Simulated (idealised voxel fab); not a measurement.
The process module presented herein is designated voxel tone inversion.
Xsec cut, 200 nm wide, square cell size 5 nm.
In what follows, cross-sections appear as grids of square cells, described through bands that run from the top down, where every band is one or more rows of cells.
Top, bottom (nm), then materials left to right with widths (nm); lone material tagged "everywhere" fills the whole band edge to edge; "empty" = empty space.
The reference from which all heights are counted is 0, the level beneath which the as-received wafer is entirely one material; the lowest band, having no lower bound, proceeds downward and is written after the example "0..down".
With a width like "30->40", each row of cells in the band differs from the next by the same amount, the top row carrying the first number and the bottom row the second.
Given "left unchanged" for a step, no cell of the cross-section differs between before and after that step.
In "Unvented internal voids" the enclosed voids are listed, meaning empty spaces of 8 cells or larger without any opening to the top. The form is width x height at distance, distance from the left edge, units nm.
after a step's settings: what the simulator itself notes on the step
When a step includes a mask, the "overlay nm" setting on its line states how far to the right of its planned place that mask lay, and negative values state how far to the left.
THESE ARE THE STEPS WE PLANNED FOR THE PROCESS
| 1 | RECEIVE [material Si] |
| 2 | CONFORMAL_DEP [material SiCN] [thk nm 5] |
| 3 | DIRECTIONAL_DEP [material aC] [thk nm 25] |
| 4 | PATTERN [tone cover] [mask id POSTS] [material resist] [width nm 20] [pitch nm 35] [thk nm 35] [overlay nm 0] |
| 5 | DIRECTIONAL_ETCH [etch materials aC] [depth nm 25] |
| 6 | STRIP [etch materials resist] |
| 7 | FILL_DEP [material SiO2] [thk nm 10] |
| 8 | CMP [height nm 30] |
| 9 | STRIP [etch materials aC] |
| 10 | CONFORMAL_DEP [material TiN] [thk nm 5] |
| 11 | FILL_DEP [material Cu] [thk nm 10] |
| 12 | CMP [height nm 30] |
| 13 | CONFORMAL_DEP [material SiCN] [thk nm 5] |
Wafers differ in thk nm at step 13; plan lists the first wafer's value; identical starting state.
THE AS-RECEIVED CROSS-SECTION OF THE FIRST OF SEVERAL WAFERS CORRESPONDS TO THE STATE AFTER STEP 1
  0..down = Si everywhere
  Unvented internal voids: none
END OF MODULE, BY WAFER: MATERIAL-BY-MATERIAL CELL GAIN (+) OR LOSS (-) SINCE RECEIPT, THEN CLOSED VOIDS
thk nm 5; +16 Cu; +80 SiCN; +160 SiO2; +24 TiN; Unvented internal voids: none
thk nm 10; +16 Cu; +120 SiCN; +160 SiO2; +24 TiN; Unvented internal voids: none
thk nm 15; +16 Cu; +160 SiCN; +160 SiO2; +24 TiN; Unvented internal voids: none
thk nm 20; +16 Cu; +200 SiCN; +160 SiO2; +24 TiN; Unvented internal voids: none
